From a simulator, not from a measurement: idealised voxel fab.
Presented below is a process module, voxel tone inversion.
Xsec cut, 200 nm wide, square cell size 5 nm.
This document writes a cross-section as a grid whose cells are square, and gives it as bands, listed from the top down; one or more rows of cells form a band. Each band's line starts with the height of the band's top and of its bottom, in nm. Then come its materials from left to right, each with its width in nm. One material with "edge to edge" fills the band from edge to edge. "blank" is empty space. Height datum 0, below which the as-received substrate wafer is one material. Lowest band open at the bottom, running downward: "0 and below". Think of "30..40" as a width that walks from the first number to the second as you go down the band, top row to bottom row, taking equal-sized steps from row to row. Take "all unchanged" at face value: in the step it is given for, the cross-section changed in none of its cells. "Enclosed voids": empty spaces of 8 cells or more with no open way to the top, each given as width x height at distance, distance from the left edge, all in nm. On each step's line, the part that comes after the settings is the simulator's own comment on the step. For masked steps, "overlay nm" on the step line gives how far right of plan the mask actually lay; a minus sign means it lay to the left.
### This section lists the process steps that were planned
1. RECEIVE, material Si
2. CONFORMAL_DEP, material SiCN, thk nm 5
3. DIRECTIONAL_DEP, material aC, thk nm 25
4. PATTERN, tone cover, mask id POSTS, material resist, width nm 20, pitch nm 35, thk nm 35, overlay nm 0
5. DIRECTIONAL_ETCH, etch materials aC, depth nm 25
6. STRIP, etch materials resist
7. FILL_DEP, material SiO2, thk nm 10
8. CMP, height nm 30
9. STRIP, etch materials aC
10. CONFORMAL_DEP, material TiN, thk nm 5
11. FILL_DEP, material Cu, thk nm 10
12. CMP, height nm 30
13. CONFORMAL_DEP, material SiCN, thk nm 5
### Cross-section: wafer on arrival = after step 1
  0 and below = Si edge to edge
  Enclosed voids: none
### The first of two wafers, cross-sectioned at the end of the module, with the run proceeding as planned
  35 down to 30 = SiCN edge to edge
  30 down to 10 = SiO2 70 | TiN 5 | Cu 10 | TiN 5 | SiO2 15 | TiN 5 | Cu 10 | TiN 5 | SiO2 75
  10 down to 5 = SiO2 70 | TiN 20 | SiO2 15 | TiN 20 | SiO2 75
  5 down to 0 = SiCN edge to edge
  0 and below = Si edge to edge
  Enclosed voids: none
### Wafer two, end of module, cross-section. Same start, same plan as wafer one. One mistake in the run
  35 down to 30 = SiCN edge to edge
  30 down to 10 = SiO2 70 | TiN 5 | SiO2 10 | TiN 5 | SiO2 15 | TiN 5 | SiO2 10 | TiN 5 | SiO2 75
  10 down to 5 = SiO2 70 | TiN 20 | SiO2 15 | TiN 20 | SiO2 75
  5 down to 0 = SiCN edge to edge
  0 and below = Si edge to edge
  Enclosed voids: none
Diagnosis: planned and actual differ for step 11; actual: FILL_DEP, material SiO2, thk nm 10
Looking at both finished wafers in cells, the second ends up ahead of or behind the first on some materials: Cu: 16 fewer | SiO2: 16 more
